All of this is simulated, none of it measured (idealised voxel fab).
Process module in this document: voxel released beams
The cross-section shown here is cut; it is 145 nm wide and divided into square cells measuring 5 nm on a side.
How to read a cross-section here: the picture is a grid of square cells, written as bands going from the top down, and any band can span one or more rows of cells. Within each band entry, the heights of the top and of the bottom of the band appear first, in that order and in nm; the materials of the band then follow from left to right, each with its corresponding width in nm. The designation "throughout" on a single material indicates that it fills the band from edge to edge; the designation "blank" indicates empty space. Counting heights begins at 0, where everything beneath is, in the wafer as received, one material. The lowest band has no bottom; it goes on downwards, as "0 nm and below" shows. Think of "30..40" as a width that walks from the first number to the second as you go down the band, top row to bottom row, taking equal-sized steps from row to row. A step reported as "remained the same" is a step in which no cell of the cross-section changed. Look at "Sealed void list" for the closed voids: empty spaces with no open path to the top, sized 8 cells or up. Each is width x height at distance, distance from the left edge, all nm. Where a step's line continues beyond its settings, the continuation is a remark by the simulator itself on that step. "overlay nm" on a masked step: distance the mask lay right of its planned place, negative for left.

-- This section lists the process steps that were planned
1: RECEIVE with material Si
2: CONFORMAL_DEP with material Al2O3, thk nm 5
3: DIRECTIONAL_DEP with material SiO2, thk nm 20
4: MASKED_ETCH with tone open, mask id ANCHOR, width nm 45, etch materials SiO2, depth nm 20, overlay nm 0
5: CONFORMAL_DEP with material polySi, thk nm 15
6: MASKED_ETCH with tone cover, mask id BEAM, width nm 90, etch materials polySi, depth nm 15, overlay nm 0
7: STRIP with etch materials SiO2
varied across the wafers: thk nm of step 2. The plan shows the first wafer's value. All wafers start alike

-- Received condition of the first of several wafers, sectioned: post-step 1
0 nm and below = Si throughout
Sealed void list: none

-- Cross-section, first of several wafers, end of module, after last step 7
40 nm to 25 nm = 25 blank, then 20 polySi, then 15 blank, then 55 polySi, then 30 blank
25 nm to 20 nm = 30 blank, then 15 polySi, then 15 blank, then 15 polySi, then 70 blank
20 nm to 5 nm = 30 blank, then 45 polySi, then 70 blank
5 nm to 0 nm = Al2O3 throughout
0 nm and below = Si throughout
Sealed void list: none

-- The final wafer, sectioned at module end
55 nm to 40 nm = 25 blank, then 20 polySi, then 15 blank, then 55 polySi, then 30 blank
40 nm to 35 nm = 30 blank, then 15 polySi, then 15 blank, then 15 polySi, then 70 blank
35 nm to 20 nm = 30 blank, then 45 polySi, then 70 blank
20 nm to 0 nm = Al2O3 throughout
0 nm and below = Si throughout
Sealed void list: none

-- Quick key for the table: a row per wafer, taken at the end of the module. For each material it tells you how many cells the wafer gained (+) or lost (-) since it came in, and the closed voids come after
thk nm 5; +29 Al2O3; +78 polySi; Sealed void list: none
thk nm 10; +58 Al2O3; +78 polySi; Sealed void list: none
thk nm 15; +87 Al2O3; +78 polySi; Sealed void list: none
thk nm 20; +116 Al2O3; +78 polySi; Sealed void list: none
